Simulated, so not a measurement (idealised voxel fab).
Name of the process module below: voxel self aligned contacts
Cross-section cut spans 150 nm and uses square cells 5 nm in size.
Throughout this document, each cross-section is represented as a grid of square cells and is presented as a sequence of bands enumerated from the top downward, where a band comprises one or more rows of cells. The entry gives the band's vertical extent as a top height and a bottom height in nm, then its horizontal make-up as materials from left to right, each with a width in nm. "blank" stands for empty space; a single material marked "throughout" fills the band edge to edge. Height datum 0, below which the as-received substrate wafer is one material. Lowest band open at the bottom, running downward: "from 0 down". The notation "30..40" denotes a width that varies across the rows of cells in the band, beginning at the first number in the top row, finishing at the second number in the bottom row, and changing by an identical amount from each row to the next. For the purposes of this document, the phrase "stayed the same" attached to a step denotes that no cell within the cross-section was modified by that step. If an empty space has no open way to the top and is at least 8 cells in size, "closed voids" lists it, written width x height at distance, where distance is measured from the left edge and every value is in nm. That trailing text on a step's line, after the settings, is the simulator's own remark on the step. A step line may carry the setting "overlay nm", which, for steps involving a mask, states the distance by which the mask lay to the right of its intended position; negative values denote displacement to the left.
## Set out below are the planned steps of the process
| 1 | RECEIVE, material Si |
| 2 | CONFORMAL_DEP, material SiO2, thk nm 5 |
| 3 | DIRECTIONAL_DEP, material polySi, thk nm 25 |
| 4 | DIRECTIONAL_DEP, material SiN, thk nm 20 |
| 5 | DIRECTIONAL_DEP, material aC, thk nm 15 |
| 6 | PATTERN, tone cover, mask id GATE, material resist, width nm 30, pitch nm 70, thk nm 30, overlay nm 0 |
| 7 | DIRECTIONAL_ETCH, etch materials aC, depth nm 15 |
| 8 | STRIP, etch materials resist |
| 9 | DIRECTIONAL_ETCH, etch materials SiN, depth nm 20 |
| 10 | DIRECTIONAL_ETCH, etch materials polySi, depth nm 25 |
| 11 | STRIP, etch materials aC |
| 12 | CONFORMAL_DEP, material SiN, thk nm 10 |
| 13 | DIRECTIONAL_ETCH, etch materials SiN, depth nm 10 |
| 14 | FILL_DEP, material SiO2, thk nm 10 |
| 15 | CMP, height nm 55 |
| 16 | MASKED_ETCH, tone open, mask id CONTACT, width nm 50, etch materials SiO2, depth nm 55, overlay nm 0 |
| 17 | CONFORMAL_DEP, material TiN, thk nm 5 |
| 18 | FILL_DEP, material W, thk nm 10 |
| 19 | CMP, height nm 55 |
| 20 | CONFORMAL_DEP, material SiCN, thk nm 5 |
## As-received state of the wafer in cross-section, equivalent to post-step 1
	from 0 down | Si throughout
	closed voids: none
## One mistake in running the module, otherwise start and plan as above: cross-section at the end
	from 60 to 55 | SiCN throughout
	from 55 to 50 | W 10 | TiN 40 | SiO2 50 | TiN 40 | W 10
	from 50 to 30 | W 10 | TiN 5 | SiN 50 | SiO2 20 | SiN 50 | TiN 5 | W 10
	from 30 to 5 | W 10 | TiN 5 | SiN 10 | polySi 30 | SiN 10 | SiO2 20 | SiN 10 | polySi 30 | SiN 10 | TiN 5 | W 10
	from 5 to 0 | TiN 15 | SiO2 120 | TiN 15
	from 0 down | Si throughout
	closed voids: none
What broke from the plan during processing? for step 16, the planned setting was not used; the step was instead run as MASKED_ETCH, tone cover, mask id CONTACT, width nm 50, etch materials SiO2, depth nm 55, overlay nm 0
